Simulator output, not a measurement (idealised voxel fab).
process module | voxel ribs on slabs
cross-section cut | 290 nm wide | cells 5 nm
A cross-section is a grid of square cells, given in bands from the top down. A band is one or more rows of cells.
Each band's line starts with the height of the band's top and of its bottom, in nm. Then come its materials from left to right, each with its width in nm. One material with "throughout" fills the band from edge to edge. "air" is empty space.
Height 0 is the level under which the wafer as received is all one material. The lowest band goes on downwards, as in "0 down".
A width such as "30 to 40" changes by the same amount from each row of cells to the next, from the band's top row to its bottom row.
"no change" after a step means that no cell of the cross-section changed.
closed voids: empty space of 8 cells or more with no open way to the top, each as width x height at its distance from the left edge, in nm
after a step's settings: what the simulator itself notes on the step
overlay nm, on a step with a mask: how far to the right of its planned place the mask lay; to the left if negative
plan
1 op RECEIVE | material Si
2 op DIRECTIONAL_DEP | material SiO2 | thk nm 30
3 op DIRECTIONAL_DEP | material SiN | thk nm 25
4 op MASKED_ETCH | tone cover | mask id RIB | width nm 20 | etch materials SiN | depth nm 10 | overlay nm 0
5 op MASKED_ETCH | tone cover | mask id SLAB | width nm 80 | etch materials SiN | depth nm 15 | overlay nm -15
6 op FILL_DEP | material SiO2 | thk nm 20
7 op CMP | height nm 70
8 op DIRECTIONAL_DEP | material W | thk nm 5
9 op MASKED_ETCH | tone cover | mask id HEATER | width nm 30 | etch materials W | depth nm 5 | overlay nm 0
10 op CONFORMAL_DEP | material SiO2 | thk nm 5
varied across the wafers: overlay nm of step 5. The plan shows the first wafer's value. All wafers start alike
first wafer as received, after step 1
  0 down: Si throughout
  closed voids: none
each wafer at the end: cells of each material gained (+) or lost (-) since it was received, then its closed voids
overlay nm -15 | +56 SiN | +816 SiO2 | +6 W | closed voids: none
overlay nm -10 | +56 SiN | +816 SiO2 | +6 W | closed voids: none
overlay nm -5 | +56 SiN | +816 SiO2 | +6 W | closed voids: none
overlay nm 0 | +56 SiN | +816 SiO2 | +6 W | closed voids: none
overlay nm 5 | +56 SiN | +816 SiO2 | +6 W | closed voids: none
overlay nm 10 | +56 SiN | +816 SiO2 | +6 W | closed voids: none
overlay nm 15 | +56 SiN | +816 SiO2 | +6 W | closed voids: none
